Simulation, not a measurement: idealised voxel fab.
process module | voxel plated lines
cross-section cut | 225 nm wide | cells 5 nm
A cross-section is a grid of square cells, given in bands from the top down. A band is one or more rows of cells.
Each band's line starts with the height of the band's top and of its bottom, in nm. Then come its materials from left to right, each with its width in nm. One material with "throughout" fills the band from edge to edge. "air" is empty space.
Height 0 is the level under which the wafer as received is all one material. The lowest band goes on downwards, as in "0 down".
A width such as "30 to 40" changes by the same amount from each row of cells to the next, from the band's top row to its bottom row.
"no change" after a step means that no cell of the cross-section changed.
closed voids: empty space of 8 cells or more with no open way to the top, each as width x height at its distance from the left edge, in nm
after a step's settings: what the simulator itself notes on the step
overlay nm, on a step with a mask: how far to the right of its planned place the mask lay; to the left if negative
plan
1 op RECEIVE | material Si
2 op CONFORMAL_DEP | material Al2O3 | thk nm 15
3 op DIRECTIONAL_DEP | material TiN | thk nm 5
4 op PATTERN | tone open | mask id LINES | material resist | width nm 30 | pitch nm 55 | thk nm 30 | overlay nm 0
5 op EPI | material Ru | thk nm 5
6 op EPI | material Ru | thk nm 5
7 op STRIP | etch materials resist
8 op DIRECTIONAL_ETCH | etch materials TiN | depth nm 5
9 op CONFORMAL_DEP | material SiO2 | thk nm 10
as received, after step 1
  0 down: Si throughout
  closed voids: none
first wafer at the end, as planned
  40 to 30: air 5 | SiO2 50 | air 5 | SiO2 50 | air 5 | SiO2 50 | air 5 | SiO2 50 | air 5
  30 to 25: air 5 | SiO2 10 | Ru 30 | SiO2 10 | air 5 | SiO2 10 | Ru 30 | SiO2 10 | air 5 | SiO2 10 | Ru 30 | SiO2 10 | air 5 | SiO2 10 | Ru 30 | SiO2 10 | air 5
  25 to 20: SiO2 15 | Ru 30 | SiO2 25 | Ru 30 | SiO2 25 | Ru 30 | SiO2 25 | Ru 30 | SiO2 15
  20 to 15: SiO2 15 | TiN 30 | SiO2 25 | TiN 30 | SiO2 25 | TiN 30 | SiO2 25 | TiN 30 | SiO2 15
  15 to 0: Al2O3 throughout
  0 down: Si throughout
  closed voids: none
second wafer at the end: like start, like plan, one mistake
  30 to 15: SiO2 throughout
  15 to 0: Al2O3 throughout
  0 down: Si throughout
  closed voids: none
what went wrong: step 3 ran as: op DIRECTIONAL_DEP | material SiO2 | thk nm 5
at the end the second wafer has, in cells: 48 fewer of Ru | 3 fewer of SiO2 | 24 fewer of TiN
